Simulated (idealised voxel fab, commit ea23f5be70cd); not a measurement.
The following is a process module called voxel double patterning.
Cross-sectional view cut (width: 250 nm; square cell size: 5 nm).
If you're reading a cross-section in this doc, picture square cells in a grid; it comes to you as bands, top ones listed first down to the bottom, and a band can be one or more rows of cells.
First you get the band's top height and its bottom height, in nm, and then the materials it's made of, left to right, with each width in nm. If you see a single material with "all across", that one covers the band edge to edge. "blank" is empty space.
Below 0: as-received wafer, all one material; heights counted from there. Lowest band: no bottom, goes on down, written "z 0 and below".
Width spec "30->40" -> top row of cells at first value, bottom row at second value, equal per-row change in between.
For the purposes of this document, the phrase "nothing got changed" attached to a step denotes that no cell within the cross-section was modified by that step.
Enclosed voids (no open way to top), threshold 8 cells or more, entry "Internal closed voids", notation width x height at distance, distance from left edge, nm.
after a step's settings: what the simulator itself notes on the step
"overlay nm" denotes, for a step that has a mask, the displacement of the mask to the right of its planned place, with negative values corresponding to the left.
### Intended process steps
1 RECEIVE [material Si]
2 CONFORMAL_DEP [material SiO2] [thk nm 10]
3 DIRECTIONAL_DEP [material W] [thk nm 15]
4 DIRECTIONAL_DEP [material SiN] [thk nm 10]
5 MASKED_ETCH [tone open] [mask id FIRST] [width nm 15] [pitch nm 50] [etch materials SiN] [depth nm 10] [overlay nm 0]
6 MASKED_ETCH [tone open] [mask id SECOND] [width nm 15] [etch materials SiN] [depth nm 10] [overlay nm 0]
7 DIRECTIONAL_ETCH [etch materials W] [depth nm 15]
8 STRIP [etch materials SiN]
### First wafer, two in total, run as planned
### Wafer at receipt (post step 1), cross-section
z 0 and below  Si all across
Internal closed voids: none
### The wafer, seen in cross-section, after step 2
z 10 to 0  SiO2 all across
No changes below 0.
### The wafer, seen in cross-section, after step 3
z 25 to 10  W all across
No changes below 10.
### The wafer, seen in cross-section, after step 4
z 35 to 25  SiN all across
No changes below 25.
### The wafer, seen in cross-section, after step 5
z 35 to 25  90 SiN, 15 blank, 35 SiN, 15 blank, 95 SiN
No changes below 25.
### The wafer, seen in cross-section, after step 6
z 35 to 25  90 SiN, 15 blank, 10 SiN, 15 blank, 10 SiN, 15 blank, 95 SiN
No changes below 25.
### The wafer, seen in cross-section, after step 7
z 35 to 25  90 SiN, 15 blank, 10 SiN, 15 blank, 10 SiN, 15 blank, 95 SiN
z 25 to 10  90 W, 15 blank, 10 W, 15 blank, 10 W, 15 blank, 95 W
No changes below 10.
### The wafer, seen in cross-section, after step 8
z 25 to 10  90 W, 15 blank, 10 W, 15 blank, 10 W, 15 blank, 95 W
No changes below 10.
### The second wafer began exactly as the first did and followed the same plan, but one mistake was made while running it; through step 2 inclusive, the two wafers are identical
### Cross-section of the second wafer at the time by which step 3 should have been completed according to the plan
z 15 to 10  W all across
No changes below 10.
### Cross-section of the second wafer at the time by which step 4 should have been completed according to the plan
z 25 to 15  SiN all across
No changes below 15.
### Cross-section of the second wafer at the time by which step 5 should have been completed according to the plan
z 25 to 15  90 SiN, 15 blank, 35 SiN, 15 blank, 95 SiN
No changes below 15.
### Cross-section of the second wafer at the time by which step 6 should have been completed according to the plan
z 25 to 15  90 SiN, 15 blank, 10 SiN, 15 blank, 10 SiN, 15 blank, 95 SiN
No changes below 15.
### Cross-section of the second wafer at the time by which step 7 should have been completed according to the plan
z 25 to 15  90 SiN, 15 blank, 10 SiN, 15 blank, 10 SiN, 15 blank, 95 SiN
z 15 to 10  90 W, 15 blank, 10 W, 15 blank, 10 W, 15 blank, 95 W
No changes below 10.
### Cross-section of the second wafer at the time by which step 8 should have been completed according to the plan
z 15 to 10  90 W, 15 blank, 10 W, 15 blank, 10 W, 15 blank, 95 W
No changes below 10.
Finding, execution versus plan: the process deviated at step 3: the operation and settings actually run there were DIRECTIONAL_DEP [material W] [thk nm 5]
Count the cells at the end and the second wafer has more or fewer of some materials than the first: 82 fewer of W
